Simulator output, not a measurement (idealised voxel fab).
Process module name: voxel ribs on slabs
The figure presents cross-section cut, which has a width of 240 nm and is divided into square cells with an edge length of 5 nm.
A cross-section is written here as square cells arranged in a grid, and it is given in bands from the top down, each band taking up one or more rows of cells. A band entry consists of two parts. The first gives the height of the band's top and the height of its bottom, in nm. The rest lists the band's materials from left to right, each with its width in nm. A single material labelled with the word "everywhere" fills the band from edge to edge, and the word "empty" marks empty space. Counting heights begins at 0, where everything beneath is, in the wafer as received, one material. The lowest band has no bottom; it goes on downwards, as "0 -> down" shows. A width such as "30..40" changes by the same amount from each row of cells to the next, from the band's top row to its bottom row. Where a step carries "no modification", the cross-section came out of it unchanged, cell for cell. For the entry "Sealed void listing", the listed items are empty spaces with no open way to the top whose size is 8 cells or more; each item follows the pattern width x height at distance, where distance is from the left edge and all three are in nm. after a step's settings: what the simulator itself notes on the step. overlay nm: right-of-plan distance of the mask on a masked step; negative values mean left-of-plan.
The planned process steps are enumerated hereunder:
1. RECEIVE [material Si]
2. DIRECTIONAL_DEP [material SiO2] [thk nm 25]
3. DIRECTIONAL_DEP [material SiN] [thk nm 25]
4. PATTERN [tone cover] [mask id RIB] [material resist] [width nm 30] [thk nm 20] [overlay nm 0]
5. DIRECTIONAL_ETCH [etch materials SiN] [depth nm 5]
6. STRIP [etch materials resist]
7. PATTERN [tone cover] [mask id SLAB] [material resist] [width nm 90] [thk nm 15] [overlay nm 0]
8. DIRECTIONAL_ETCH [etch materials SiN] [depth nm 20]
9. STRIP [etch materials resist]
10. FILL_DEP [material SiO2] [thk nm 20]
11. CMP [height nm 65]
12. DIRECTIONAL_DEP [material W] [thk nm 5]
13. DIRECTIONAL_DEP [material aC] [thk nm 10]
14. PATTERN [tone cover] [mask id HEATER] [material resist] [width nm 40] [thk nm 30] [overlay nm 0]
15. DIRECTIONAL_ETCH [etch materials aC] [depth nm 10]
16. STRIP [etch materials resist]
17. DIRECTIONAL_ETCH [etch materials W] [depth nm 5]
18. STRIP [etch materials aC]
19. CONFORMAL_DEP [material SiO2] [thk nm 5]
Here's what the wafer looked like in cross-section when it arrived - that's after step 1:
  0 -> down = Si everywhere
  Sealed void listing: none
End-of-module XS, first of two wafers, run as planned:
  75 -> 70 = empty (95)  SiO2 (50)  empty (95)
  70 -> 65 = SiO2 (100)  W (40)  SiO2 (100)
  65 -> 50 = SiO2 everywhere
  50 -> 45 = SiO2 (105)  SiN (30)  SiO2 (105)
  45 -> 25 = SiO2 (75)  SiN (90)  SiO2 (75)
  25 -> 0 = SiO2 everywhere
  0 -> down = Si everywhere
  Sealed void listing: none
Wafer two, end of module, cross-section. Same start, same plan as wafer one. One mistake in the run:
  5 -> 0 = SiO2 everywhere
  0 -> down = Si everywhere
  Sealed void listing: none
What was the processing mistake? the process deviated at step 18: the operation and settings actually run there were STRIP [etch materials SiO2]
It is noted that, at the conclusion of processing, the second wafer exhibits a higher or lower cell count for certain materials relative to the first: SiN: 78 fewer; SiO2: 548 fewer; W: 8 fewer
